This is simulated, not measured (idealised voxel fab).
Proc. module: voxel wiring stack
Each square cell in cross-section cut measures 5 nm, and the section as a whole is 285 nm wide.
In what follows, cross-sections appear as grids of square cells, described through bands that run from the top down, where every band is one or more rows of cells.
Look at the band entry: it leads with the top's height and the bottom's height in nm. Then it lists the materials left to right, with a width in nm for each. The word "throughout" on a single material says that material fills the band edge to edge. The word "empty" is empty space.
Heights are expressed relative to 0, this being the level below which the as-received wafer comprises one material exclusively. The lowest band is unbounded in the downward direction and is denoted as in "0..down".
The expression "30..40" gives the width at the extremes of the band, the first number at its top row of cells and the second at its bottom row, with the width changing by equal amounts from each row to the next in between.
"nothing altered", as given for a step, is the statement that not any cell of the cross-section underwent a change during that step.
Closed empty spaces (no open way to the top) of 8 cells or more are what "Sealed void inventory" lists, each as width x height at distance from the left edge, nm for all three.
Heads up: the bit after the settings on a step's line is the simulator's remark on that step.
The line of a step may include "overlay nm". On a step with a mask, this value is how far to the right of its planned place the mask lay. A negative value means the mask lay to the left.
## Process steps (planned)
| 1 | op RECEIVE | material Si |
| 2 | op CONFORMAL_DEP | material SiO2 | thk nm 15 |
| 3 | op CONFORMAL_DEP | material SiN | thk nm 5 |
| 4 | op DIRECTIONAL_DEP | material SiO2 | thk nm 20 |
| 5 | op DIRECTIONAL_DEP | material aC | thk nm 15 |
| 6 | op PATTERN | tone open | mask id METAL_1 | material resist | width nm 25 | pitch nm 50 | thk nm 35 | overlay nm 0 |
| 7 | op DIRECTIONAL_ETCH | etch materials aC | depth nm 15 |
| 8 | op STRIP | etch materials resist |
| 9 | op DIRECTIONAL_ETCH | etch materials SiO2 | depth nm 20 |
| 10 | op DIRECTIONAL_ETCH | etch materials SiN | depth nm 5 |
| 11 | op STRIP | etch materials aC |
| 12 | op CONFORMAL_DEP | material TiN | thk nm 5 |
| 13 | op FILL_DEP | material W | thk nm 5 |
| 14 | op CMP | height nm 40 |
| 15 | op EPI | material Ru | thk nm 5 |
| 16 | op FILL_DEP | material SiCN | thk nm 5 |
| 17 | op DIRECTIONAL_DEP | material SiO2 | thk nm 15 |
| 18 | op PATTERN | tone open | mask id PLUG_1 | material resist | width nm 15 | pitch nm 50 | thk nm 20 | overlay nm 0 |
| 19 | op DIRECTIONAL_ETCH | etch materials SiO2 | depth nm 15 |
| 20 | op DIRECTIONAL_ETCH | etch materials SiCN | depth nm 5 |
| 21 | op STRIP | etch materials resist |
| 22 | op CONFORMAL_DEP | material TiN | thk nm 5 |
| 23 | op FILL_DEP | material Ru | thk nm 10 |
| 24 | op CMP | height nm 65 |
| 25 | op CONFORMAL_DEP | material SiN | thk nm 5 |
| 26 | op DIRECTIONAL_DEP | material lowk | thk nm 20 |
| 27 | op MASKED_ETCH | tone open | mask id METAL_2 | width nm 25 | pitch nm 50 | etch materials lowk | depth nm 20 | overlay nm 0 |
| 28 | op MASKED_ETCH | tone open | mask id METAL_2 | width nm 25 | pitch nm 50 | etch materials SiN | depth nm 5 | overlay nm 0 |
| 29 | op CONFORMAL_DEP | material TiN | thk nm 5 |
| 30 | op FILL_DEP | material Cu | thk nm 5 |
| 31 | op CMP | height nm 90 |
| 32 | op CONFORMAL_DEP | material SiCN | thk nm 5 |
## Wafer cross-section on receipt, i.e. after step 1
> 0..down  Si throughout
> Sealed void inventory: none
## Here's the wafer cut in cross-section after the module, started and planned just like above, except one thing was done wrong in the run
> 95..90  SiCN throughout
> 90..70  80 of lowk / 5 of TiN / 15 of Cu / 5 of TiN / 25 of lowk / 5 of TiN / 15 of Cu / 5 of TiN / 25 of lowk / 5 of TiN / 15 of Cu / 5 of TiN / 80 of lowk
> 70..65  80 of SiN / 25 of TiN / 25 of SiN / 25 of TiN / 25 of SiN / 25 of TiN / 80 of SiN
> 65..50  75 of Ru / 5 of TiN / 15 of SiO2 / 5 of TiN / 25 of Ru / 5 of TiN / 15 of SiO2 / 5 of TiN / 25 of Ru / 5 of TiN / 15 of SiO2 / 5 of TiN / 85 of Ru
> 50..45  80 of TiN / 15 of SiCN / 35 of TiN / 15 of SiCN / 35 of TiN / 15 of SiCN / 90 of TiN
> 45..40  75 of SiCN / 35 of Ru / 15 of SiCN / 35 of Ru / 15 of SiCN / 35 of Ru / 75 of SiCN
> 40..20  80 of SiO2 / 5 of TiN / 15 of W / 5 of TiN / 25 of SiO2 / 5 of TiN / 15 of W / 5 of TiN / 25 of SiO2 / 5 of TiN / 15 of W / 5 of TiN / 80 of SiO2
> 20..15  80 of SiN / 25 of TiN / 25 of SiN / 25 of TiN / 25 of SiN / 25 of TiN / 80 of SiN
> 15..0  SiO2 throughout
> 0..down  Si throughout
> Sealed void inventory: none
What was done differently from what was planned? heads up, step 18 didn't go per plan, it actually ran as op PATTERN | tone cover | mask id PLUG_1 | material resist | width nm 15 | pitch nm 50 | thk nm 20 | overlay nm 0
